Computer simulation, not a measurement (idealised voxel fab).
The process module presented herein is designated voxel self aligned vias.
Square cells of 5 nm make up the cross-section cut, whose width is 190 nm.
In what follows, cross-sections appear as grids of square cells, described through bands that run from the top down, where every band is one or more rows of cells.
Read a band's entry like this: the first values are the height of its top and the height of its bottom in nm, and what follows is the sequence of materials from left to right, each with its width in nm. Note that "empty" is empty space, and that a single material marked "edge to edge" reaches across the band from edge to edge.
Where do heights start? At 0: under that level the wafer as delivered is made of one material only. And the lowest band has no floor; it just carries on downward, as in "top 0, no bottom".
The two numbers in a width such as "30->40" mark its ends across the band: the first belongs to the top row of cells, the second to the bottom row, and from each row to the next the width moves by the same amount.
Step marked "nothing different"? Then no cell in the cross-section changed in it.
"closed voids": sealed empty spaces, 8 cells or more, no open way to top, listed width x height at distance, with distance from the left edge and width, height and distance in nm.
Formally, on a step line, whatever follows the settings is a remark that the simulator itself makes on the step.
For masked steps, "overlay nm" on the step line gives how far right of plan the mask actually lay; a minus sign means it lay to the left.

These are the steps we planned for the process
step 1: op RECEIVE | material Si
step 2: op CONFORMAL_DEP | material SiO2 | thk nm 10
step 3: op CONFORMAL_DEP | material SiCN | thk nm 5
step 4: op DIRECTIONAL_DEP | material lowk | thk nm 20
step 5: op PATTERN | tone open | mask id LINES | material resist | width nm 20 | pitch nm 55 | thk nm 20 | overlay nm 0
step 6: op DIRECTIONAL_ETCH | etch materials lowk | depth nm 20
step 7: op STRIP | etch materials resist
step 8: op CONFORMAL_DEP | material TiN | thk nm 5
step 9: op FILL_DEP | material W | thk nm 10
step 10: op CMP | height nm 35
step 11: op SELECTIVE_ETCH | etch materials W Ru TiN | depth nm 10
step 12: op FILL_DEP | material SiN | thk nm 10
step 13: op CMP | height nm 35
step 14: op DIRECTIONAL_DEP | material lowk | thk nm 15
step 15: op DIRECTIONAL_DEP | material aC | thk nm 15
step 16: op PATTERN | tone open | mask id VIAS | material resist | width nm 30 | pitch nm 55 | thk nm 30 | overlay nm 0
step 17: op DIRECTIONAL_ETCH | etch materials aC | depth nm 5
step 18: op STRIP | etch materials resist
step 19: op DIRECTIONAL_ETCH | etch materials lowk | depth nm 15
step 20: op DIRECTIONAL_ETCH | etch materials SiN | depth nm 10
step 21: op STRIP | etch materials aC
step 22: op CONFORMAL_DEP | material TiN | thk nm 5
step 23: op FILL_DEP | material W | thk nm 10
step 24: op CMP | height nm 50
step 25: op CONFORMAL_DEP | material SiCN | thk nm 5
All wafers enter the flow in the same state. The depth nm at step 17 differs from wafer to wafer, and the plan gives the value for the first wafer.

The first of several wafers as received, shown in cross-section; this is its state after step 1
top 0, no bottom: Si edge to edge
closed voids: none

Shown in cross-section: the first of several wafers at the end of the module, after its last step, step 25
top 55, bottom 50: SiCN edge to edge
top 50, bottom 35: lowk edge to edge
top 35, bottom 25: lowk (30), then SiN (20), then lowk (35), then SiN (20), then lowk (35), then SiN (20), then lowk (30)
top 25, bottom 20: lowk (30), then TiN (5), then W (10), then TiN (5), then lowk (35), then TiN (5), then W (10), then TiN (5), then lowk (35), then TiN (5), then W (10), then TiN (5), then lowk (30)
top 20, bottom 15: lowk (30), then TiN (20), then lowk (35), then TiN (20), then lowk (35), then TiN (20), then lowk (30)
top 15, bottom 10: SiCN edge to edge
top 10, bottom 0: SiO2 edge to edge
top 0, no bottom: Si edge to edge
closed voids: none

Cross-sectional view, end of module, last wafer of several
top 55, bottom 50: SiCN edge to edge
top 50, bottom 40: lowk (25), then TiN (5), then W (20), then TiN (5), then lowk (25), then TiN (5), then W (20), then TiN (5), then lowk (25), then TiN (5), then W (20), then TiN (5), then lowk (25)
top 40, bottom 30: lowk (25->30), then TiN (10->5), then W (10), then TiN (10->5), then lowk (25->35), then TiN (10->5), then W (10), then TiN (10->5), then lowk (25->35), then TiN (10->5), then W (10), then TiN (10->5), then lowk (25->30)
top 30, bottom 25: lowk (30), then TiN (20), then lowk (35), then TiN (20), then lowk (35), then TiN (20), then lowk (30)
top 25, bottom 20: lowk (30), then TiN (5), then W (10), then TiN (5), then lowk (35), then TiN (5), then W (10), then TiN (5), then lowk (35), then TiN (5), then W (10), then TiN (5), then lowk (30)
top 20, bottom 15: lowk (30), then TiN (20), then lowk (35), then TiN (20), then lowk (35), then TiN (20), then lowk (30)
top 15, bottom 10: SiCN edge to edge
top 10, bottom 0: SiO2 edge to edge
top 0, no bottom: Si edge to edge
closed voids: none

Here is how to read the rows: every wafer has a row, and it shows the wafer at the end of the module, giving for each material how many cells were gained (+) or lost (-) since the wafer was received, then listing its closed voids
depth nm 5; +76 SiCN; +24 SiN; +76 SiO2; +18 TiN; +6 W; +218 lowk; closed voids: none
depth nm 10; +76 SiCN; +24 SiN; +76 SiO2; +18 TiN; +6 W; +218 lowk; closed voids: none
depth nm 15; +76 SiCN; +76 SiO2; +60 TiN; +42 W; +164 lowk; closed voids: none
depth nm 20; +76 SiCN; +76 SiO2; +60 TiN; +42 W; +164 lowk; closed voids: none
depth nm 25; +76 SiCN; +76 SiO2; +60 TiN; +42 W; +164 lowk; closed voids: none
depth nm 30; +76 SiCN; +76 SiO2; +60 TiN; +42 W; +164 lowk; closed voids: none
